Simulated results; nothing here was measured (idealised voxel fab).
Process module heading - voxel local oxidation
This is section cut - it's 170 nm across, gridded in 5 nm square cells.
In what follows, cross-sections appear as grids of square cells, described through bands that run from the top down, where every band is one or more rows of cells.
What a band's entry tells you: where the top is and where the bottom is, as heights in nm, and after that what lies inside, material by material from left to right, each with its width in nm. Empty space is written as the word "air", and a single material marked with the word "throughout" occupies the band from edge to edge.
The reference from which all heights are counted is 0, the level beneath which the as-received wafer is entirely one material; the lowest band, having no lower bound, proceeds downward and is written after the example "0 nm and below".
Width "30->40": first value at the band's top row of cells, second value at its bottom row, equal change from row to row.
You'll sometimes find "no alterations made" written for a step, and that's the way of saying that nowhere in the cross-section did a cell change during that step.
Heads up: "Unvented internal voids" only lists the empty pockets with no open path to the top that are 8 cells or more, and it writes them as width x height at distance, distance from the left edge, in nm.
It should be noted that, on the line of a given step, the content following the step's settings is a remark produced by the simulator itself with respect to that step.
overlay nm: mask right of planned place by this much (step with mask). Neg. = left.
-- Steps in the process plan
1. RECEIVE [material Si]
2. OXIDIZE [depth nm 5]
3. CONFORMAL_DEP [material SiN] [thk nm 10]
4. MASKED_ETCH [tone cover] [mask id ACTIVE] [width nm 100] [etch materials SiN] [depth nm 10] [overlay nm 0]
5. SELECTIVE_ETCH [etch materials SiO2] [depth nm 5]
6. OXIDIZE [depth nm 10]
7. STRIP [etch materials SiN]
-- On the first of the two wafers: run conducted according to plan
-- Incoming wafer in cross-section (state: after step 1)
> 0 nm and below = Si throughout
> Unvented internal voids: none
-- The following cross-section depicts the wafer upon completion of step 2
> 0 nm to -5 nm = SiO2 throughout
> Everything under -5 stays put, no change at all.
-- The following cross-section depicts the wafer upon completion of step 3
> 10 nm to 0 nm = SiN throughout
> Everything under 0 stays put, no change at all.
-- The following cross-section depicts the wafer upon completion of step 4
> 10 nm to 0 nm = 35 nm air; 100 nm SiN; 35 nm air
> Everything under 0 stays put, no change at all.
-- The following cross-section depicts the wafer upon completion of step 5
> 10 nm to 0 nm = 35 nm air; 100 nm SiN; 35 nm air
> 0 nm to -5 nm = 40 nm air; 90 nm SiO2; 40 nm air
> Everything under -5 stays put, no change at all.
-- The following cross-section depicts the wafer upon completion of step 6
> 10 nm to 0 nm = 35 nm air; 100 nm SiN; 35 nm air
> 0 nm to -5 nm = 40 nm air; 90 nm SiO2; 40 nm air
> -5 nm to -15 nm = 50 nm SiO2; 70 nm Si; 50 nm SiO2
> Everything under -15 stays put, no change at all.
-- The following cross-section depicts the wafer upon completion of step 7
> 0 nm to -5 nm = 40 nm air; 90 nm SiO2; 40 nm air
> Everything under -5 stays put, no change at all.
-- What follows concerns the second wafer, which started out like the first and was meant to follow the very same plan; one mistake crept in when it was run, but everything up to and including step 5 is the same as for the first wafer
-- Cross-sectional representation of the second wafer at the time designated in the plan for the completion of step 6
> 0 nm to -5 nm = 40 nm air; 90 nm SiO2; 40 nm air
> Everything under -5 stays put, no change at all.
-- Cross-sectional representation of the second wafer at the time designated in the plan for the completion of step 7
> 0 nm to -5 nm = 40 nm air; 90 nm SiO2; 40 nm air
> -5 nm to -15 nm = 50 nm SiO2; 70 nm Si; 50 nm SiO2
> Everything under -15 stays put, no change at all.
What went wrong in running the wafer? steps 6 and 7: order swapped relative to plan
The two wafers wind up with the same cross-section at the end, so whatever this model computes is the same despite the mistake.
